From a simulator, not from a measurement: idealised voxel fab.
The document below concerns the process module designated voxel lift off.
Each square cell in cross-section cut measures 5 nm, and the section as a whole is 165 nm wide.
A cross-section in this document is a grid of square cells, and it is written down as bands, the top band listed before the ones below it; a band is made up of one or more rows of cells.
Top, bottom (nm), then materials left to right with widths (nm); lone material tagged "all across" fills the whole band edge to edge; "blank" = empty space.
Heights are measured from 0, the level below which the as-received wafer is all one material; the lowest band has no bottom and continues downward, written as in "0 and below".
With a width like "30..40", each row of cells in the band differs from the next by the same amount, the top row carrying the first number and the bottom row the second.
"remained the same" -> step changed no cross-section cell.
Listed in "Closed internal voids": every empty space of 8 or more cells without an open way to the top. Form: width x height at distance, the distance being from the left edge, all in nm.
Where a step's line continues beyond its settings, the continuation is a remark by the simulator itself on that step.
overlay nm: mask right of planned place by this much (step with mask). Neg. = left.
[Here's what the planned process steps look like]
1: RECEIVE, material Si
2: CONFORMAL_DEP, material SiO2, thk nm 15
3: PATTERN, tone open, mask id LINES, material resist, width nm 20, pitch nm 35, thk nm 25, overlay nm 0
4: DIRECTIONAL_DEP, material Ru, thk nm 15
5: STRIP, etch materials resist
6: CONFORMAL_DEP, material SiN, thk nm 10
[Step 1 complete: cross-section of the wafer as received]
> 0 and below = Si all across
> Closed internal voids: none
[The plan above was carried out on the starting structure above with one mistake, and this cross-section shows the wafer at the end of the module]
> 30 down to 15 = 35 nm blank, then 20 nm Ru, then 15 nm blank, then 20 nm Ru, then 15 nm blank, then 20 nm Ru, then 40 nm blank
> 15 down to 0 = SiO2 all across
> 0 and below = Si all across
> Closed internal voids: none
Short version of what went wrong: with respect to the plan, step 6 was omitted and not executed
